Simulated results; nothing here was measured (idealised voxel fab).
voxel fin reveal: a process module
Each square cell in cross-section cut measures 5 nm, and the section as a whole is 265 nm wide.
Format of a cross-section: grid, square cells. Given as bands. Order: top down. Band: one or more rows of cells. Heads up on the band format: heights come first, top then bottom, in nm. After that it's the materials left to right, each with its width in nm. A single material flagged "edge to edge" fills the whole band edge to edge, and "air" means there's empty space there. Heads up on the height convention: 0 is the point under which the incoming wafer is all one material, and the lowest band has no bottom, it just keeps going down, like "0 and below". The two numbers in a width such as "30..40" mark its ends across the band: the first belongs to the top row of cells, the second to the bottom row, and from each row to the next the width moves by the same amount. The cross-section has no changed cell in any step marked "same as before". Enclosed voids (no open way to top), threshold 8 cells or more, entry "Closed internal cavities", notation width x height at distance, distance from left edge, nm. Anything after a step's settings on that line? It's the simulator's own note about the step. When a step includes a mask, the "overlay nm" setting on its line states how far to the right of its planned place that mask lay, and negative values state how far to the left.
## Steps in the process plan
1: RECEIVE | material Si
2: CONFORMAL_DEP | material SiN | thk nm 5
3: PATTERN | tone cover | mask id FINS | material resist | width nm 15 | pitch nm 45 | thk nm 15 | overlay nm 0
4: DIRECTIONAL_ETCH | etch materials SiN | depth nm 5
5: DIRECTIONAL_ETCH | etch materials Si | depth nm 30
6: STRIP | etch materials resist
7: OXIDIZE | depth nm 5
8: FILL_DEP | material SiO2 | thk nm 15
9: CMP | height nm 5
10: SELECTIVE_ETCH | etch materials SiO2 | depth nm 15
11: STRIP | etch materials SiN
12: CONFORMAL_DEP | material SiO2 | thk nm 5
## First of two wafers - as planned
## as received, after step 1
> 0 and below: Si edge to edge
> Closed internal cavities: none
## Presented here is a cross-section of the wafer after step 2 has been performed
> 5 down to 0: SiN edge to edge
> Below 0, no change.
## Presented here is a cross-section of the wafer after step 3 has been performed
> 20 down to 5: 55 of air, then 15 of resist, then 30 of air, then 15 of resist, then 30 of air, then 15 of resist, then 30 of air, then 15 of resist, then 60 of air
> Below 5, no change.
## Presented here is a cross-section of the wafer after step 4 has been performed
> 20 down to 5: 55 of air, then 15 of resist, then 30 of air, then 15 of resist, then 30 of air, then 15 of resist, then 30 of air, then 15 of resist, then 60 of air
> 5 down to 0: 55 of air, then 15 of SiN, then 30 of air, then 15 of SiN, then 30 of air, then 15 of SiN, then 30 of air, then 15 of SiN, then 60 of air
> Below 0, no change.
## Presented here is a cross-section of the wafer after step 5 has been performed
> 20 down to 5: 55 of air, then 15 of resist, then 30 of air, then 15 of resist, then 30 of air, then 15 of resist, then 30 of air, then 15 of resist, then 60 of air
> 5 down to 0: 55 of air, then 15 of SiN, then 30 of air, then 15 of SiN, then 30 of air, then 15 of SiN, then 30 of air, then 15 of SiN, then 60 of air
> 0 down to -30: 55 of air, then 15 of Si, then 30 of air, then 15 of Si, then 30 of air, then 15 of Si, then 30 of air, then 15 of Si, then 60 of air
> Below -30, no change.
## Presented here is a cross-section of the wafer after step 6 has been performed
> 5 down to 0: 55 of air, then 15 of SiN, then 30 of air, then 15 of SiN, then 30 of air, then 15 of SiN, then 30 of air, then 15 of SiN, then 60 of air
> Below 0, no change.
## Presented here is a cross-section of the wafer after step 7 has been performed
> 5 down to 0: 55 of air, then 15 of SiN, then 30 of air, then 15 of SiN, then 30 of air, then 15 of SiN, then 30 of air, then 15 of SiN, then 60 of air
> 0 down to -30: 55 of air, then 5 of SiO2, then 5 of Si, then 5 of SiO2, then 30 of air, then 5 of SiO2, then 5 of Si, then 5 of SiO2, then 30 of air, then 5 of SiO2, then 5 of Si, then 5 of SiO2, then 30 of air, then 5 of SiO2, then 5 of Si, then 5 of SiO2, then 60 of air
> -30 down to -35: 60 of SiO2, then 5 of Si, then 40 of SiO2, then 5 of Si, then 40 of SiO2, then 5 of Si, then 40 of SiO2, then 5 of Si, then 65 of SiO2
> Below -35, no change.
## Presented here is a cross-section of the wafer after step 8 has been performed
> 20 down to 5: SiO2 edge to edge
> 5 down to 0: 55 of SiO2, then 15 of SiN, then 30 of SiO2, then 15 of SiN, then 30 of SiO2, then 15 of SiN, then 30 of SiO2, then 15 of SiN, then 60 of SiO2
> 0 down to -35: 60 of SiO2, then 5 of Si, then 40 of SiO2, then 5 of Si, then 40 of SiO2, then 5 of Si, then 40 of SiO2, then 5 of Si, then 65 of SiO2
> Below -35, no change.
## Presented here is a cross-section of the wafer after step 9 has been performed
> 5 down to 0: 55 of SiO2, then 15 of SiN, then 30 of SiO2, then 15 of SiN, then 30 of SiO2, then 15 of SiN, then 30 of SiO2, then 15 of SiN, then 60 of SiO2
> Below 0, no change.
## Presented here is a cross-section of the wafer after step 10 has been performed
> 5 down to 0: 55 of air, then 15 of SiN, then 30 of air, then 15 of SiN, then 30 of air, then 15 of SiN, then 30 of air, then 15 of SiN, then 60 of air
> 0 down to -10: 60 of air, then 5 of Si, then 40 of air, then 5 of Si, then 40 of air, then 5 of Si, then 40 of air, then 5 of Si, then 65 of air
> Below -10, no change.
## Presented here is a cross-section of the wafer after step 11 has been performed
> 0 down to -10: 60 of air, then 5 of Si, then 40 of air, then 5 of Si, then 40 of air, then 5 of Si, then 40 of air, then 5 of Si, then 65 of air
> Below -10, no change.
## Presented here is a cross-section of the wafer after step 12 has been performed
> 5 down to 0: 55 of air, then 15 of SiO2, then 30 of air, then 15 of SiO2, then 30 of air, then 15 of SiO2, then 30 of air, then 15 of SiO2, then 60 of air
> 0 down to -5: 55 of air, then 5 of SiO2, then 5 of Si, then 5 of SiO2, then 30 of air, then 5 of SiO2, then 5 of Si, then 5 of SiO2, then 30 of air, then 5 of SiO2, then 5 of Si, then 5 of SiO2, then 30 of air, then 5 of SiO2, then 5 of Si, then 5 of SiO2, then 60 of air
> -5 down to -35: 60 of SiO2, then 5 of Si, then 40 of SiO2, then 5 of Si, then 40 of SiO2, then 5 of Si, then 40 of SiO2, then 5 of Si, then 65 of SiO2
> Below -35, no change.
## Okay, second wafer. Nothing different at the start, nothing different in the plan, just one mistake somewhere in the running. As far as step 9, counting that step, it's the first wafer all over again
## Cross-sectional representation of the second wafer at the time designated in the plan for the completion of step 10
> 5 down to 0: 55 of SiO2, then 15 of air, then 30 of SiO2, then 15 of air, then 30 of SiO2, then 15 of air, then 30 of SiO2, then 15 of air, then 60 of SiO2
> Below 0, no change.
## Cross-sectional representation of the second wafer at the time designated in the plan for the completion of step 11
> 0 down to -10: 60 of air, then 5 of Si, then 40 of air, then 5 of Si, then 40 of air, then 5 of Si, then 40 of air, then 5 of Si, then 65 of air
> -10 down to -15: 40 of SiO2, then 20 of air, then 5 of Si, then 40 of air, then 5 of Si, then 40 of air, then 5 of Si, then 40 of air, then 5 of Si, then 20 of air, then 45 of SiO2
> Below -15, no change.
## Cross-sectional representation of the second wafer at the time designated in the plan for the completion of step 12
> 5 down to 0: 55 of air, then 15 of SiO2, then 30 of air, then 15 of SiO2, then 30 of air, then 15 of SiO2, then 30 of air, then 15 of SiO2, then 60 of air
> 0 down to -5: 55 of air, then 5 of SiO2, then 5 of Si, then 5 of SiO2, then 30 of air, then 5 of SiO2, then 5 of Si, then 5 of SiO2, then 30 of air, then 5 of SiO2, then 5 of Si, then 5 of SiO2, then 30 of air, then 5 of SiO2, then 5 of Si, then 5 of SiO2, then 60 of air
> -5 down to -10: 45 of SiO2, then 10 of air, then 5 of SiO2, then 5 of Si, then 5 of SiO2, then 30 of air, then 5 of SiO2, then 5 of Si, then 5 of SiO2, then 30 of air, then 5 of SiO2, then 5 of Si, then 5 of SiO2, then 30 of air, then 5 of SiO2, then 5 of Si, then 5 of SiO2, then 10 of air, then 50 of SiO2
> -10 down to -35: 60 of SiO2, then 5 of Si, then 40 of SiO2, then 5 of Si, then 40 of SiO2, then 5 of Si, then 40 of SiO2, then 5 of Si, then 65 of SiO2
> Below -35, no change.
It is concluded that the wafer was processed incorrectly with respect to the plan, in that steps 10 and 11 were swapped
Final comparison by cell count, materials where the second wafer has more or fewer than the first: -22 SiO2
